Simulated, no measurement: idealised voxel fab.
Process module in this document: voxel transistor to metal
We display cut, a cross-section 150 nm in width whose square cells are each 5 nm.
A cross-section is a grid of square cells, given in bands from the top down. A band is one or more rows of cells. Band: top and bottom heights (nm) first, top before bottom; then materials from left to right, widths in nm. "edge to edge" marks a sole material filling the band edge to edge. "blank" denotes empty space. Height is counted from the level 0, under which the received wafer is composed throughout of one material. The lowest of the bands is not closed at the bottom but continues downward, in the notation "from 0 down". You'd read "30..40" like this: the band's top row of cells is as wide as the first number, its bottom row is as wide as the second, and going down, every row changes width by the same amount as the row before did. "no change" -> step changed no cross-section cell. In the "Fully enclosed voids" entry, you get each enclosed empty space of 8 cells or more, one with no open way to the top, written width x height at distance, distance from the left edge, in nm. after a step's settings: what the simulator itself notes on the step. overlay nm: step with mask; distance mask lay right of planned place; negative value = left of planned place. The remainder of this document consists of a sequence of paired cross-sections. Each pair presents the cross-section prior to one process step together with the cross-section following it, the latter being rendered only as deep as the lowest band that underwent change. The intervening step, together with its settings, is stated beneath each pair. Because the pairs may originate from different runs of this module on the same starting wafer, a given pair is to be read as continuing from the preceding pair only where its entry headed "Structure before processing" so indicates.
STRUCTURE BEFORE PROCESSING
  from 0 down: Si edge to edge
  Fully enclosed voids: none
RESULTING STRUCTURE
  from 0 to -5: SiO2 edge to edge
  Lower than -5, everything is as it was.
  Fully enclosed voids: none
Quick note on the step between the two cross-sections above: OXIDIZE with depth nm 5
Structure before processing: after-state, pair directly above.
RESULTING STRUCTURE
  from 10 to 0: SiN edge to edge
  Lower than 0, everything is as it was.
  Fully enclosed voids: none
Quick note on the step between the two cross-sections above: CONFORMAL_DEP with material SiN, thk nm 10
Structure before processing: after-state, pair directly above.
RESULTING STRUCTURE
  from 25 to 10: blank=15, then resist=120, then blank=15
  Lower than 10, everything is as it was.
  Fully enclosed voids: none
Quick note on the step between the two cross-sections above: PATTERN with tone cover, mask id ACTIVE, material resist, width nm 120, thk nm 15, overlay nm 0
Structure before processing: after-state, pair directly above.
RESULTING STRUCTURE
  from 25 to 10: blank=15, then resist=120, then blank=15
  from 10 to 0: blank=15, then SiN=120, then blank=15
  Lower than 0, everything is as it was.
  Fully enclosed voids: none
Quick note on the step between the two cross-sections above: DIRECTIONAL_ETCH with etch materials SiN, depth nm 10
Structure before processing: after-state, pair directly above.
RESULTING STRUCTURE
  from 25 to 10: blank=15, then resist=120, then blank=15
  from 10 to 0: blank=15, then SiN=120, then blank=15
  from 0 to -5: blank=15, then SiO2=120, then blank=15
  Lower than -5, everything is as it was.
  Fully enclosed voids: none
Quick note on the step between the two cross-sections above: DIRECTIONAL_ETCH with etch materials SiO2, depth nm 5
Structure before processing: after-state, pair directly above.
RESULTING STRUCTURE
  from 25 to 10: blank=15, then resist=120, then blank=15
  from 10 to 0: blank=15, then SiN=120, then blank=15
  from 0 to -5: blank=15, then SiO2=120, then blank=15
  from -5 to -40: blank=15, then Si=120, then blank=15
  Lower than -40, everything is as it was.
  Fully enclosed voids: none
Quick note on the step between the two cross-sections above: DIRECTIONAL_ETCH with etch materials Si, depth nm 35
Structure before processing: after-state, pair directly above.
RESULTING STRUCTURE
  from 10 to 0: blank=15, then SiN=120, then blank=15
  Lower than 0, everything is as it was.
  Fully enclosed voids: none
Quick note on the step between the two cross-sections above: STRIP with etch materials resist
Structure before processing: after-state, pair directly above.
RESULTING STRUCTURE
  from 20 to 10: SiO2 edge to edge
  from 10 to 0: SiO2=15, then SiN=120, then SiO2=15
  from 0 to -5: SiO2 edge to edge
  from -5 to -40: SiO2=15, then Si=120, then SiO2=15
  Lower than -40, everything is as it was.
  Fully enclosed voids: none
Quick note on the step between the two cross-sections above: FILL_DEP with material SiO2, thk nm 10
Structure before processing: after-state, pair directly above.
RESULTING STRUCTURE
  from 10 to 0: SiO2=15, then SiN=120, then SiO2=15
  Lower than 0, everything is as it was.
  Fully enclosed voids: none
Quick note on the step between the two cross-sections above: CMP with height nm 10
Structure before processing: after-state, pair directly above.
RESULTING STRUCTURE
  from 10 to 0: blank=15, then SiN=120, then blank=15
  Lower than 0, everything is as it was.
  Fully enclosed voids: none
Quick note on the step between the two cross-sections above: SELECTIVE_ETCH with etch materials SiO2, depth nm 10
Structure before processing: after-state, pair directly above.
RESULTING STRUCTURE
  from 0 to -5: SiO2 edge to edge
  Lower than -5, everything is as it was.
  Fully enclosed voids: none
Quick note on the step between the two cross-sections above: STRIP with etch materials SiN
Structure before processing: after-state, pair directly above.
RESULTING STRUCTURE
  from -5 to -40: SiO2=15, then Si=120, then SiO2=15
  Lower than -40, everything is as it was.
  Fully enclosed voids: none
Quick note on the step between the two cross-sections above: SELECTIVE_ETCH with etch materials SiO2, depth nm 5
Structure before processing: after-state, pair directly above.
RESULTING STRUCTURE
  from -5 to -10: SiO2 edge to edge
  Lower than -10, everything is as it was.
  Fully enclosed voids: none
Quick note on the step between the two cross-sections above: OXIDIZE with depth nm 5
Structure before processing: after-state, pair directly above.
RESULTING STRUCTURE
  from 15 to -5: polySi edge to edge
  Lower than -5, everything is as it was.
  Fully enclosed voids: none
Quick note on the step between the two cross-sections above: DIRECTIONAL_DEP with material polySi, thk nm 20
Structure before processing: after-state, pair directly above.
RESULTING STRUCTURE
  from 30 to 15: SiCN edge to edge
  Lower than 15, everything is as it was.
  Fully enclosed voids: none
Quick note on the step between the two cross-sections above: DIRECTIONAL_DEP with material SiCN, thk nm 15
Structure before processing: after-state, pair directly above.
RESULTING STRUCTURE
  from 30 to 15: blank=60, then SiCN=30, then blank=60
  Lower than 15, everything is as it was.
  Fully enclosed voids: none
Quick note on the step between the two cross-sections above: MASKED_ETCH with tone cover, mask id GATE, width nm 30, etch materials SiCN, depth nm 25, overlay nm 0
Structure before processing: after-state, pair directly above.
RESULTING STRUCTURE
  from 30 to 15: blank=60, then SiCN=30, then blank=60
  from 15 to -5: blank=60, then polySi=30, then blank=60
  Lower than -5, everything is as it was.
  Fully enclosed voids: none
Quick note on the step between the two cross-sections above: MASKED_ETCH with tone cover, mask id GATE, width nm 30, etch materials polySi, depth nm 30, overlay nm 0
Structure before processing: after-state, pair directly above.
RESULTING STRUCTURE
  from 35 to 30: blank=55, then SiO2=40, then blank=55
  from 30 to 15: blank=55, then SiO2=5, then SiCN=30, then SiO2=5, then blank=55
  from 15 to 0: blank=55, then SiO2=5, then polySi=30, then SiO2=5, then blank=55
  from 0 to -5: SiO2=60, then polySi=30, then SiO2=60
  Lower than -5, everything is as it was.
  Fully enclosed voids: none
Quick note on the step between the two cross-sections above: CONFORMAL_DEP with material SiO2, thk nm 5
Structure before processing: after-state, pair directly above.
RESULTING STRUCTURE
  from 30 to 15: blank=55, then SiO2=5, then SiCN=30, then SiO2=5, then blank=55
  from 15 to -5: blank=55, then SiO2=5, then polySi=30, then SiO2=5, then blank=55
  Lower than -5, everything is as it was.
  Fully enclosed voids: none
Quick note on the step between the two cross-sections above: DIRECTIONAL_ETCH with etch materials SiO2, depth nm 5
Structure before processing: after-state, pair directly above.
RESULTING STRUCTURE
  from 40 to 30: blank=45, then SiN=60, then blank=45
  from 30 to 15: blank=45, then SiN=10, then SiO2=5, then SiCN=30, then SiO2=5, then SiN=10, then blank=45
  from 15 to 5: blank=45, then SiN=10, then SiO2=5, then polySi=30, then SiO2=5, then SiN=10, then blank=45
  from 5 to -5: SiN=55, then SiO2=5, then polySi=30, then SiO2=5, then SiN=55
  Lower than -5, everything is as it was.
  Fully enclosed voids: none
Quick note on the step between the two cross-sections above: CONFORMAL_DEP with material SiN, thk nm 10
Structure before processing: after-state, pair directly above.
RESULTING STRUCTURE
  from 30 to 15: blank=45, then SiN=10, then SiO2=5, then SiCN=30, then SiO2=5, then SiN=10, then blank=45
  from 15 to -5: blank=45, then SiN=10, then SiO2=5, then polySi=30, then SiO2=5, then SiN=10, then blank=45
  Lower than -5, everything is as it was.
  Fully enclosed voids: none
Quick note on the step between the two cross-sections above: DIRECTIONAL_ETCH with etch materials SiN, depth nm 10
Structure before processing: after-state, pair directly above.
RESULTING STRUCTURE
  from 30 to 25: blank=45, then SiN=10, then blank=5, then SiCN=30, then blank=5, then SiN=10, then blank=45
  from 25 to 15: blank=45, then SiN=10, then SiO2=5, then SiCN=30, then SiO2=5, then SiN=10, then blank=45
  from 15 to -5: blank=45, then SiN=10, then SiO2=5, then polySi=30, then SiO2=5, then SiN=10, then blank=45
  from -5 to -10: blank=45, then SiO2=60, then blank=45
  Lower than -10, everything is as it was.
  Fully enclosed voids: none
Quick note on the step between the two cross-sections above: DIRECTIONAL_ETCH with etch materials SiO2, depth nm 5
Structure before processing: after-state, pair directly above.
RESULTING STRUCTURE
  from 30 to 25: blank=45, then SiN=10, then blank=5, then SiCN=30, then blank=5, then SiN=10, then blank=45
  from 25 to 15: blank=45, then SiN=10, then SiO2=5, then SiCN=30, then SiO2=5, then SiN=10, then blank=45
  from 15 to -5: blank=45, then SiN=10, then SiO2=5, then polySi=30, then SiO2=5, then SiN=10, then blank=45
  from -5 to -10: blank=45, then SiO2=60, then blank=45
  from -10 to -15: SiO2=15, then blank=30, then Si=60, then blank=30, then SiO2=15
  Lower than -15, everything is as it was.
  Fully enclosed voids: none
Quick note on the step between the two cross-sections above: DIRECTIONAL_ETCH with etch materials Si, depth nm 5
Structure before processing: after-state, pair directly above.
RESULTING STRUCTURE
  from 30 to 25: blank=45, then SiN=10, then blank=5, then SiCN=30, then blank=5, then SiN=10, then blank=45
  from 25 to 15: blank=45, then SiN=10, then SiO2=5, then SiCN=30, then SiO2=5, then SiN=10, then blank=45
  from 15 to -5: blank=45, then SiN=10, then SiO2=5, then polySi=30, then SiO2=5, then SiN=10, then blank=45
  from -5 to -10: blank=40, then nSi=5, then SiO2=60, then nSi=5, then blank=40
  from -10 to -15: SiO2=15, then nSi=30, then Si=60, then nSi=30, then SiO2=15
  Lower than -15, everything is as it was.
  Fully enclosed voids: none
Quick note on the step between the two cross-sections above: EPI with material nSi, thk nm 5
Structure before processing: after-state, pair directly above.
RESULTING STRUCTURE
  from 35 to 30: SiO2 edge to edge
  from 30 to 15: SiO2=45, then SiN=10, then SiO2=5, then SiCN=30, then SiO2=5, then SiN=10, then SiO2=45
  from 15 to -5: SiO2=45, then SiN=10, then SiO2=5, then polySi=30, then SiO2=5, then SiN=10, then SiO2=45
  from -5 to -10: SiO2=40, then nSi=5, then SiO2=60, then nSi=5, then SiO2=40
  Lower than -10, everything is as it was.
  Fully enclosed voids: none
Quick note on the step between the two cross-sections above: FILL_DEP with material SiO2, thk nm 5
Structure before processing: after-state, pair directly above.
RESULTING STRUCTURE
  from 15 to -5: SiO2=45, then SiN=10, then SiO2=5, then polySi=30, then SiO2=5, then SiN=10, then SiO2=45
  Lower than -5, everything is as it was.
  Fully enclosed voids: none
Quick note on the step between the two cross-sections above: CMP with height nm 15
Structure before processing: after-state, pair directly above.
RESULTING STRUCTURE
  from 15 to -5: SiO2=45, then SiN=10, then SiO2=5, then blank=30, then SiO2=5, then SiN=10, then SiO2=45
  Lower than -5, everything is as it was.
  Fully enclosed voids: none
Quick note on the step between the two cross-sections above: STRIP with etch materials polySi
Structure before processing: after-state, pair directly above.
RESULTING STRUCTURE
  from 15 to 10: blank=45, then SiN=10, then blank=40, then SiN=10, then blank=45
  from 10 to -5: SiO2=45, then SiN=10, then blank=40, then SiN=10, then SiO2=45
  from -5 to -10: SiO2=40, then nSi=5, then SiO2=10, then blank=40, then SiO2=10, then nSi=5, then SiO2=40
  Lower than -10, everything is as it was.
  Fully enclosed voids: none
Quick note on the step between the two cross-sections above: SELECTIVE_ETCH with etch materials SiO2, depth nm 5
Structure before processing: after-state, pair directly above.
RESULTING STRUCTURE
  from 20 to 15: blank=40, then HfO2=20, then blank=30, then HfO2=20, then blank=40
  from 15 to 10: HfO2=45, then SiN=10, then HfO2=5, then blank=30, then HfO2=5, then SiN=10, then HfO2=45
  from 10 to -5: SiO2=45, then SiN=10, then HfO2=5, then blank=30, then HfO2=5, then SiN=10, then SiO2=45
  from -5 to -10: SiO2=40, then nSi=5, then SiO2=10, then HfO2=40, then SiO2=10, then nSi=5, then SiO2=40
  Lower than -10, everything is as it was.
  Fully enclosed voids: none
Quick note on the step between the two cross-sections above: CONFORMAL_DEP with material HfO2, thk nm 5
Structure before processing: after-state, pair directly above.
RESULTING STRUCTURE
  from 25 to 20: blank=35, then TiN=30, then blank=20, then TiN=30, then blank=35
  from 20 to 15: TiN=40, then HfO2=20, then TiN=5, then blank=20, then TiN=5, then HfO2=20, then TiN=40
  from 15 to 10: HfO2=45, then SiN=10, then HfO2=5, then TiN=5, then blank=20, then TiN=5, then HfO2=5, then SiN=10, then HfO2=45
  from 10 to 0: SiO2=45, then SiN=10, then HfO2=5, then TiN=5, then blank=20, then TiN=5, then HfO2=5, then SiN=10, then SiO2=45
  from 0 to -5: SiO2=45, then SiN=10, then HfO2=5, then TiN=30, then HfO2=5, then SiN=10, then SiO2=45
  Lower than -5, everything is as it was.
  Fully enclosed voids: none
Quick note on the step between the two cross-sections above: CONFORMAL_DEP with material TiN, thk nm 5
Structure before processing: after-state, pair directly above.
RESULTING STRUCTURE
  from 30 to 25: W edge to edge
  from 25 to 20: W=35, then TiN=30, then W=20, then TiN=30, then W=35
  from 20 to 15: TiN=40, then HfO2=20, then TiN=5, then W=20, then TiN=5, then HfO2=20, then TiN=40
  from 15 to 10: HfO2=45, then SiN=10, then HfO2=5, then TiN=5, then W=20, then TiN=5, then HfO2=5, then SiN=10, then HfO2=45
  from 10 to 0: SiO2=45, then SiN=10, then HfO2=5, then TiN=5, then W=20, then TiN=5, then HfO2=5, then SiN=10, then SiO2=45
  Lower than 0, everything is as it was.
  Fully enclosed voids: none
Quick note on the step between the two cross-sections above: FILL_DEP with material W, thk nm 5
Structure before processing: after-state, pair directly above.
RESULTING STRUCTURE
  from 10 to 0: SiO2=45, then SiN=10, then HfO2=5, then TiN=5, then W=20, then TiN=5, then HfO2=5, then SiN=10, then SiO2=45
  Lower than 0, everything is as it was.
  Fully enclosed voids: none
Quick note on the step between the two cross-sections above: CMP with height nm 10
Structure before processing: after-state, pair directly above.
RESULTING STRUCTURE
  from 25 to 10: SiO2 edge to edge
  Lower than 10, everything is as it was.
  Fully enclosed voids: none
Quick note on the step between the two cross-sections above: DIRECTIONAL_DEP with material SiO2, thk nm 15
Structure before processing: after-state, pair directly above.
RESULTING STRUCTURE
  from 40 to 25: resist=20, then blank=20, then resist=70, then blank=20, then resist=20
  Lower than 25, everything is as it was.
  Fully enclosed voids: none
Quick note on the step between the two cross-sections above: PATTERN with tone open, mask id CONTACT, material resist, width nm 20, pitch nm 90, thk nm 15, overlay nm 0
Structure before processing: after-state, pair directly above.
RESULTING STRUCTURE
  from 40 to 25: resist=20, then blank=20, then resist=70, then blank=20, then resist=20
  from 25 to 10: SiO2=20, then blank=20, then SiO2=70, then blank=20, then SiO2=20
  from 10 to 0: SiO2=20, then blank=20, then SiO2=5, then SiN=10, then HfO2=5, then TiN=5, then W=20, then TiN=5, then HfO2=5, then SiN=10, then SiO2=5, then blank=20, then SiO2=20
  from 0 to -5: SiO2=20, then blank=20, then SiO2=5, then SiN=10, then HfO2=5, then TiN=30, then HfO2=5, then SiN=10, then SiO2=5, then blank=20, then SiO2=20
  from -5 to -10: SiO2=20, then blank=20, then nSi=5, then SiO2=10, then HfO2=40, then SiO2=10, then nSi=5, then blank=20, then SiO2=20
  Lower than -10, everything is as it was.
  Fully enclosed voids: none
Quick note on the step between the two cross-sections above: DIRECTIONAL_ETCH with etch materials SiO2, depth nm 35
Structure before processing: after-state, pair directly above.
RESULTING STRUCTURE
  from 25 to 10: SiO2=20, then blank=20, then SiO2=70, then blank=20, then SiO2=20
  Lower than 10, everything is as it was.
  Fully enclosed voids: none
Quick note on the step between the two cross-sections above: STRIP with etch materials resist
Structure before processing: after-state, pair directly above.
RESULTING STRUCTURE
  from 30 to 25: TiN=25, then blank=10, then TiN=80, then blank=10, then TiN=25
  from 25 to 10: SiO2=20, then TiN=5, then blank=10, then TiN=5, then SiO2=70, then TiN=5, then blank=10, then TiN=5, then SiO2=20
  from 10 to 0: SiO2=20, then TiN=5, then blank=10, then TiN=5, then SiO2=5, then SiN=10, then HfO2=5, then TiN=5, then W=20, then TiN=5, then HfO2=5, then SiN=10, then SiO2=5, then TiN=5, then blank=10, then TiN=5, then SiO2=20
  from 0 to -5: SiO2=20, then TiN=5, then blank=10, then TiN=5, then SiO2=5, then SiN=10, then HfO2=5, then TiN=30, then HfO2=5, then SiN=10, then SiO2=5, then TiN=5, then blank=10, then TiN=5, then SiO2=20
  from -5 to -10: SiO2=20, then TiN=20, then nSi=5, then SiO2=10, then HfO2=40, then SiO2=10, then nSi=5, then TiN=20, then SiO2=20
  Lower than -10, everything is as it was.
  Fully enclosed voids: none
Quick note on the step between the two cross-sections above: CONFORMAL_DEP with material TiN, thk nm 5
Structure before processing: after-state, pair directly above.
RESULTING STRUCTURE
  from 40 to 30: W edge to edge
  from 30 to 25: TiN=25, then W=10, then TiN=80, then W=10, then TiN=25
  from 25 to 10: SiO2=20, then TiN=5, then W=10, then TiN=5, then SiO2=70, then TiN=5, then W=10, then TiN=5, then SiO2=20
  from 10 to 0: SiO2=20, then TiN=5, then W=10, then TiN=5, then SiO2=5, then SiN=10, then HfO2=5, then TiN=5, then W=20, then TiN=5, then HfO2=5, then SiN=10, then SiO2=5, then TiN=5, then W=10, then TiN=5, then SiO2=20
  from 0 to -5: SiO2=20, then TiN=5, then W=10, then TiN=5, then SiO2=5, then SiN=10, then HfO2=5, then TiN=30, then HfO2=5, then SiN=10, then SiO2=5, then TiN=5, then W=10, then TiN=5, then SiO2=20
  Lower than -5, everything is as it was.
  Fully enclosed voids: none
Quick note on the step between the two cross-sections above: FILL_DEP with material W, thk nm 10
Structure before processing: after-state, pair directly above.
RESULTING STRUCTURE
  from 25 to 10: SiO2=20, then TiN=5, then W=10, then TiN=5, then SiO2=70, then TiN=5, then W=10, then TiN=5, then SiO2=20
  Lower than 10, everything is as it was.
  Fully enclosed voids: none
Quick note on the step between the two cross-sections above: CMP with height nm 25
Structure before processing: after-state, pair directly above.
RESULTING STRUCTURE
  from 30 to 25: SiCN edge to edge
  Lower than 25, everything is as it was.
  Fully enclosed voids: none
Quick note on the step between the two cross-sections above: CONFORMAL_DEP with material SiCN, thk nm 5
Structure before processing: after-state, pair directly above.
RESULTING STRUCTURE
  from 55 to 30: lowk edge to edge
  Lower than 30, everything is as it was.
  Fully enclosed voids: none
Quick note on the step between the two cross-sections above: DIRECTIONAL_DEP with material lowk, thk nm 25
Structure before processing: after-state, pair directly above.
RESULTING STRUCTURE
  from 55 to 30: lowk=20, then blank=20, then lowk=70, then blank=20, then lowk=20
  Lower than 30, everything is as it was.
  Fully enclosed voids: none
Quick note on the step between the two cross-sections above: MASKED_ETCH with tone open, mask id METAL_1, width nm 20, pitch nm 90, etch materials lowk, depth nm 25, overlay nm 0
Structure before processing: after-state, pair directly above.
RESULTING STRUCTURE
  from 55 to 30: lowk=20, then blank=20, then lowk=70, then blank=20, then lowk=20
  from 30 to 25: SiCN=20, then blank=20, then SiCN=70, then blank=20, then SiCN=20
  Lower than 25, everything is as it was.
  Fully enclosed voids: none
Quick note on the step between the two cross-sections above: MASKED_ETCH with tone open, mask id METAL_1, width nm 20, pitch nm 90, etch materials SiCN, depth nm 5, overlay nm 0
Structure before processing: after-state, pair directly above.
RESULTING STRUCTURE
  from 60 to 55: TiN=25, then blank=10, then TiN=80, then blank=10, then TiN=25
  from 55 to 30: lowk=20, then TiN=5, then blank=10, then TiN=5, then lowk=70, then TiN=5, then blank=10, then TiN=5, then lowk=20
  from 30 to 25: SiCN=20, then TiN=20, then SiCN=70, then TiN=20, then SiCN=20
  Lower than 25, everything is as it was.
  Fully enclosed voids: none
Quick note on the step between the two cross-sections above: CONFORMAL_DEP with material TiN, thk nm 5
Structure before processing: after-state, pair directly above.
RESULTING STRUCTURE
  from 70 to 60: Cu edge to edge
  from 60 to 55: TiN=25, then Cu=10, then TiN=80, then Cu=10, then TiN=25
  from 55 to 30: lowk=20, then TiN=5, then Cu=10, then TiN=5, then lowk=70, then TiN=5, then Cu=10, then TiN=5, then lowk=20
  Lower than 30, everything is as it was.
  Fully enclosed voids: none
Quick note on the step between the two cross-sections above: FILL_DEP with material Cu, thk nm 10
Structure before processing: after-state, pair directly above.
RESULTING STRUCTURE
  from 55 to 30: lowk=20, then TiN=5, then Cu=10, then TiN=5, then lowk=70, then TiN=5, then Cu=10, then TiN=5, then lowk=20
  Lower than 30, everything is as it was.
  Fully enclosed voids: none
Quick note on the step between the two cross-sections above: CMP with height nm 55
Structure before processing: after-state, pair directly above.
RESULTING STRUCTURE
  from 60 to 55: SiCN edge to edge
  Lower than 55, everything is as it was.
  Fully enclosed voids: none
Quick note on the step between the two cross-sections above: CONFORMAL_DEP with material SiCN, thk nm 5
Structure before processing: after-state, pair directly above.
RESULTING STRUCTURE
  from 85 to 60: lowk edge to edge
  Lower than 60, everything is as it was.
  Fully enclosed voids: none
Quick note on the step between the two cross-sections above: DIRECTIONAL_DEP with material lowk, thk nm 25
Structure before processing: after-state, pair directly above.
RESULTING STRUCTURE
  from 95 to 85: aC edge to edge
  Lower than 85, everything is as it was.
  Fully enclosed voids: none
Quick note on the step between the two cross-sections above: DIRECTIONAL_DEP with material aC, thk nm 10
Structure before processing: after-state, pair directly above.
RESULTING STRUCTURE
  from 125 to 95: resist=20, then blank=20, then resist=70, then blank=20, then resist=20
  Lower than 95, everything is as it was.
  Fully enclosed voids: none
Quick note on the step between the two cross-sections above: PATTERN with tone open, mask id METAL_2, material resist, width nm 20, pitch nm 90, thk nm 30, overlay nm 0
Structure before processing: after-state, pair directly above.
RESULTING STRUCTURE
  from 115 to 95: resist=20, then blank=20, then resist=70, then blank=20, then resist=20
  from 95 to 85: aC=20, then blank=20, then aC=70, then blank=20, then aC=20
  Lower than 85, everything is as it was.
  Fully enclosed voids: none
Quick note on the step between the two cross-sections above: DIRECTIONAL_ETCH with etch materials aC, depth nm 10
Structure before processing: after-state, pair directly above.
RESULTING STRUCTURE
  from 95 to 85: aC=20, then blank=20, then aC=70, then blank=20, then aC=20
  Lower than 85, everything is as it was.
  Fully enclosed voids: none
Quick note on the step between the two cross-sections above: STRIP with etch materials resist
Structure before processing: after-state, pair directly above.
RESULTING STRUCTURE
  from 95 to 85: aC=20, then blank=20, then aC=70, then blank=20, then aC=20
  from 85 to 70: lowk=20, then blank=20, then lowk=70, then blank=20, then lowk=20
  Lower than 70, everything is as it was.
  Fully enclosed voids: none
Quick note on the step between the two cross-sections above: DIRECTIONAL_ETCH with etch materials lowk, depth nm 15
Structure before processing: after-state, pair directly above.
RESULTING STRUCTURE
  from 85 to 70: lowk=20, then blank=20, then lowk=70, then blank=20, then lowk=20
  Lower than 70, everything is as it was.
  Fully enclosed voids: none
Quick note on the step between the two cross-sections above: STRIP with etch materials aC
Structure before processing: after-state, pair directly above.
RESULTING STRUCTURE
  from 100 to 85: aC=20, then blank=20, then aC=70, then blank=20, then aC=20
  from 85 to 70: lowk=20, then aC=20, then lowk=70, then aC=20, then lowk=20
  Lower than 70, everything is as it was.
  Fully enclosed voids: none
Quick note on the step between the two cross-sections above: DIRECTIONAL_DEP with material aC, thk nm 15
Structure before processing: after-state, pair directly above.
RESULTING STRUCTURE
  from 130 to 100: resist=20, then blank=15, then resist=75, then blank=15, then resist=25
  from 100 to 85: aC=20, then blank=15, then resist=5, then aC=70, then blank=15, then resist=5, then aC=20
  Lower than 85, everything is as it was.
  Fully enclosed voids: none
Quick note on the step between the two cross-sections above: PATTERN with tone open, mask id METAL_2_HOLES, material resist, width nm 15, pitch nm 90, thk nm 30, overlay nm 0
Structure before processing: after-state, pair directly above.
RESULTING STRUCTURE
  from 115 to 100: resist=20, then blank=15, then resist=75, then blank=15, then resist=25
  from 100 to 85: aC=20, then blank=15, then resist=5, then aC=70, then blank=15, then resist=5, then aC=20
  from 85 to 70: lowk=20, then blank=15, then aC=5, then lowk=70, then blank=15, then aC=5, then lowk=20
  Lower than 70, everything is as it was.
  Fully enclosed voids: none
Quick note on the step between the two cross-sections above: DIRECTIONAL_ETCH with etch materials aC, depth nm 15
Structure before processing: after-state, pair directly above.
RESULTING STRUCTURE
  from 100 to 85: aC=20, then blank=20, then aC=70, then blank=20, then aC=20
  Lower than 85, everything is as it was.
  Fully enclosed voids: none
Quick note on the step between the two cross-sections above: STRIP with etch materials resist
Structure before processing: after-state, pair directly above.
RESULTING STRUCTURE
  from 100 to 85: aC=20, then blank=20, then aC=70, then blank=20, then aC=20
  from 85 to 70: lowk=20, then blank=15, then aC=5, then lowk=70, then blank=15, then aC=5, then lowk=20
  from 70 to 60: lowk=20, then blank=15, then lowk=75, then blank=15, then lowk=25
  Lower than 60, everything is as it was.
  Fully enclosed voids: none
Quick note on the step between the two cross-sections above: DIRECTIONAL_ETCH with etch materials lowk, depth nm 10
Structure before processing: after-state, pair directly above.
RESULTING STRUCTURE
  from 100 to 85: aC=20, then blank=20, then aC=70, then blank=20, then aC=20
  from 85 to 70: lowk=20, then blank=15, then aC=5, then lowk=70, then blank=15, then aC=5, then lowk=20
  from 70 to 60: lowk=20, then blank=15, then lowk=75, then blank=15, then lowk=25
  from 60 to 55: SiCN=20, then blank=15, then SiCN=75, then blank=15, then SiCN=25
  Lower than 55, everything is as it was.
  Fully enclosed voids: none
Quick note on the step between the two cross-sections above: DIRECTIONAL_ETCH with etch materials SiCN, depth nm 5
Structure before processing: after-state, pair directly above.
RESULTING STRUCTURE
  from 85 to 70: lowk=20, then blank=20, then lowk=70, then blank=20, then lowk=20
  Lower than 70, everything is as it was.
  Fully enclosed voids: none
Quick note on the step between the two cross-sections above: STRIP with etch materials aC
Structure before processing: after-state, pair directly above.
RESULTING STRUCTURE
  from 90 to 85: TiN=25, then blank=10, then TiN=80, then blank=10, then TiN=25
  from 85 to 75: lowk=20, then TiN=5, then blank=10, then TiN=5, then lowk=70, then TiN=5, then blank=10, then TiN=5, then lowk=20
  from 75 to 70: lowk=20, then TiN=5, then blank=5, then TiN=10, then lowk=70, then TiN=5, then blank=5, then TiN=10, then lowk=20
  from 70 to 60: lowk=20, then TiN=5, then blank=5, then TiN=5, then lowk=75, then TiN=5, then blank=5, then TiN=5, then lowk=25
  from 60 to 55: SiCN=20, then TiN=15, then SiCN=75, then TiN=15, then SiCN=25
  Lower than 55, everything is as it was.
  Fully enclosed voids: none
Quick note on the step between the two cross-sections above: CONFORMAL_DEP with material TiN, thk nm 5
Structure before processing: after-state, pair directly above.
RESULTING STRUCTURE
  from 100 to 90: Ru edge to edge
  from 90 to 85: TiN=25, then Ru=10, then TiN=80, then Ru=10, then TiN=25
  from 85 to 75: lowk=20, then TiN=5, then Ru=10, then TiN=5, then lowk=70, then TiN=5, then Ru=10, then TiN=5, then lowk=20
  from 75 to 70: lowk=20, then TiN=5, then Ru=5, then TiN=10, then lowk=70, then TiN=5, then Ru=5, then TiN=10, then lowk=20
  from 70 to 60: lowk=20, then TiN=5, then Ru=5, then TiN=5, then lowk=75, then TiN=5, then Ru=5, then TiN=5, then lowk=25
  Lower than 60, everything is as it was.
  Fully enclosed voids: none
Quick note on the step between the two cross-sections above: FILL_DEP with material Ru, thk nm 10
Structure before processing: after-state, pair directly above.
RESULTING STRUCTURE
  from 85 to 75: lowk=20, then TiN=5, then Ru=10, then TiN=5, then lowk=70, then TiN=5, then Ru=10, then TiN=5, then lowk=20
  Lower than 75, everything is as it was.
  Fully enclosed voids: none
Quick note on the step between the two cross-sections above: CMP with height nm 85
Structure before processing: after-state, pair directly above.
RESULTING STRUCTURE
  from 90 to 85: SiN edge to edge
  Lower than 85, everything is as it was.
  Fully enclosed voids: none
Quick note on the step between the two cross-sections above: CONFORMAL_DEP with material SiN, thk nm 5
STRUCTURE BEFORE PROCESSING
  from 15 to 10: blank=45, then SiN=10, then blank=40, then SiN=10, then blank=45
  from 10 to -5: SiO2=45, then SiN=10, then blank=40, then SiN=10, then SiO2=45
  from -5 to -10: SiO2=40, then nSi=5, then SiO2=10, then blank=40, then SiO2=10, then nSi=5, then SiO2=40
  from -10 to -15: SiO2=15, then nSi=30, then Si=60, then nSi=30, then SiO2=15
  from -15 to -40: SiO2=15, then Si=120, then SiO2=15
  from -40 down: Si edge to edge
  Fully enclosed voids: none
RESULTING STRUCTURE
  from 20 to 15: blank=40, then TiN=20, then blank=30, then TiN=20, then blank=40
  from 15 to 10: TiN=45, then SiN=10, then TiN=5, then blank=30, then TiN=5, then SiN=10, then TiN=45
  from 10 to -5: SiO2=45, then SiN=10, then TiN=5, then blank=30, then TiN=5, then SiN=10, then SiO2=45
  from -5 to -10: SiO2=40, then nSi=5, then SiO2=10, then TiN=40, then SiO2=10, then nSi=5, then SiO2=40
  Lower than -10, everything is as it was.
  Fully enclosed voids: none
Quick note on the step between the two cross-sections above: CONFORMAL_DEP with material TiN, thk nm 5
Structure before processing: after-state, pair directly above.
RESULTING STRUCTURE
  from 25 to 20: W edge to edge
  from 20 to 15: W=40, then TiN=20, then W=30, then TiN=20, then W=40
  from 15 to 10: TiN=45, then SiN=10, then TiN=5, then W=30, then TiN=5, then SiN=10, then TiN=45
  from 10 to -5: SiO2=45, then SiN=10, then TiN=5, then W=30, then TiN=5, then SiN=10, then SiO2=45
  Lower than -5, everything is as it was.
  Fully enclosed voids: none
Quick note on the step between the two cross-sections above: FILL_DEP with material W, thk nm 5
Structure before processing: after-state, pair directly above.
RESULTING STRUCTURE
  from 10 to -5: SiO2=45, then SiN=10, then TiN=5, then W=30, then TiN=5, then SiN=10, then SiO2=45
  Lower than -5, everything is as it was.
  Fully enclosed voids: none
Quick note on the step between the two cross-sections above: CMP with height nm 10
Structure before processing: after-state, pair directly above.
RESULTING STRUCTURE
  from 25 to 10: SiO2 edge to edge
  Lower than 10, everything is as it was.
  Fully enclosed voids: none
Quick note on the step between the two cross-sections above: DIRECTIONAL_DEP with material SiO2, thk nm 15
Structure before processing: after-state, pair directly above.
RESULTING STRUCTURE
  from 40 to 25: resist=20, then blank=20, then resist=70, then blank=20, then resist=20
  Lower than 25, everything is as it was.
  Fully enclosed voids: none
Quick note on the step between the two cross-sections above: PATTERN with tone open, mask id CONTACT, material resist, width nm 20, pitch nm 90, thk nm 15, overlay nm 0
